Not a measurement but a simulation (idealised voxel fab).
The process module presented herein is designated voxel self aligned vias.
Cross-section cut: width 200 nm, square cells of 5 nm.
We lay out every cross-section as a grid of square cells and spell it out in bands from the top down, where one band means one or more rows of cells.
What a band's entry tells you: where the top is and where the bottom is, as heights in nm, and after that what lies inside, material by material from left to right, each with its width in nm. Empty space is written as the word "blank", and a single material marked with the word "everywhere" occupies the band from edge to edge.
Measure heights from 0. That's the level where, below it, the as-received wafer is all one material. The lowest band is bottomless and extends downward; write it as in "top 0, no bottom".
Read "30->40" as a graded width: first number on top, second number at the bottom, same change between each pair of neighbouring rows.
When a step is marked "identical to before", none of the cells in the cross-section changed during that step.
The list in "Closed void table" covers empty spaces of 8 cells or more that cannot reach the top through any open way, and it gives each as width x height at distance; the distance is from the left edge, and width, height and distance are in nm.
Step line, after settings: the simulator's comment on this step.
When a step includes a mask, the "overlay nm" setting on its line states how far to the right of its planned place that mask lay, and negative values state how far to the left.
Steps planned for the process
step 1: RECEIVE with material Si
step 2: CONFORMAL_DEP with material SiO2, thk nm 10
step 3: CONFORMAL_DEP with material SiCN, thk nm 5
step 4: DIRECTIONAL_DEP with material lowk, thk nm 30
step 5: DIRECTIONAL_DEP with material aC, thk nm 15
step 6: PATTERN with tone open, mask id LINES, material resist, width nm 20, pitch nm 60, thk nm 35, overlay nm 0
step 7: DIRECTIONAL_ETCH with etch materials aC, depth nm 15
step 8: STRIP with etch materials resist
step 9: DIRECTIONAL_ETCH with etch materials lowk, depth nm 30
step 10: STRIP with etch materials aC
step 11: CONFORMAL_DEP with material TiN, thk nm 5
step 12: FILL_DEP with material W, thk nm 5
step 13: CMP with height nm 45
step 14: SELECTIVE_ETCH with etch materials W Ru TiN, depth nm 10
step 15: FILL_DEP with material SiN, thk nm 10
step 16: CMP with height nm 45
step 17: DIRECTIONAL_DEP with material lowk, thk nm 20
step 18: DIRECTIONAL_DEP with material aC, thk nm 10
step 19: PATTERN with tone open, mask id VIAS, material resist, width nm 30, thk nm 25, overlay nm 0
step 20: DIRECTIONAL_ETCH with etch materials aC, depth nm 10
step 21: STRIP with etch materials resist
step 22: DIRECTIONAL_ETCH with etch materials lowk, depth nm 20
step 23: DIRECTIONAL_ETCH with etch materials SiN, depth nm 10
step 24: STRIP with etch materials aC
step 25: CONFORMAL_DEP with material TiN, thk nm 5
step 26: FILL_DEP with material Ru, thk nm 5
step 27: CMP with height nm 65
step 28: CONFORMAL_DEP with material SiN, thk nm 5
Received-state cross-section, reflecting completion of step 1
  top 0, no bottom  Si everywhere
  Closed void table: none
The following cross-section depicts the wafer upon conclusion of the module. Processing commenced from the starting condition illustrated above and adhered to the plan illustrated above, save for one mistake in execution
  top 70, bottom 65  SiN everywhere
  top 65, bottom 50  lowk=55  TiN=5  Ru=20  TiN=5  lowk=115
  top 50, bottom 45  lowk=55  TiN=30  lowk=115
  top 45, bottom 35  SiN=55  TiN=5  lowk=20  TiN=5  SiN=35  lowk=20  SiN=60
  top 35, bottom 20  W=55  TiN=5  lowk=20  TiN=5  W=30  TiN=5  lowk=20  TiN=5  W=55
  top 20, bottom 15  TiN=60  lowk=20  TiN=40  lowk=20  TiN=60
  top 15, bottom 10  SiCN everywhere
  top 10, bottom 0  SiO2 everywhere
  top 0, no bottom  Si everywhere
  Closed void table: none
What was done differently from what was planned? step 6 was run on a setting that differed from the plan, and what really ran there is PATTERN with tone cover, mask id LINES, material resist, width nm 20, pitch nm 60, thk nm 35, overlay nm 0
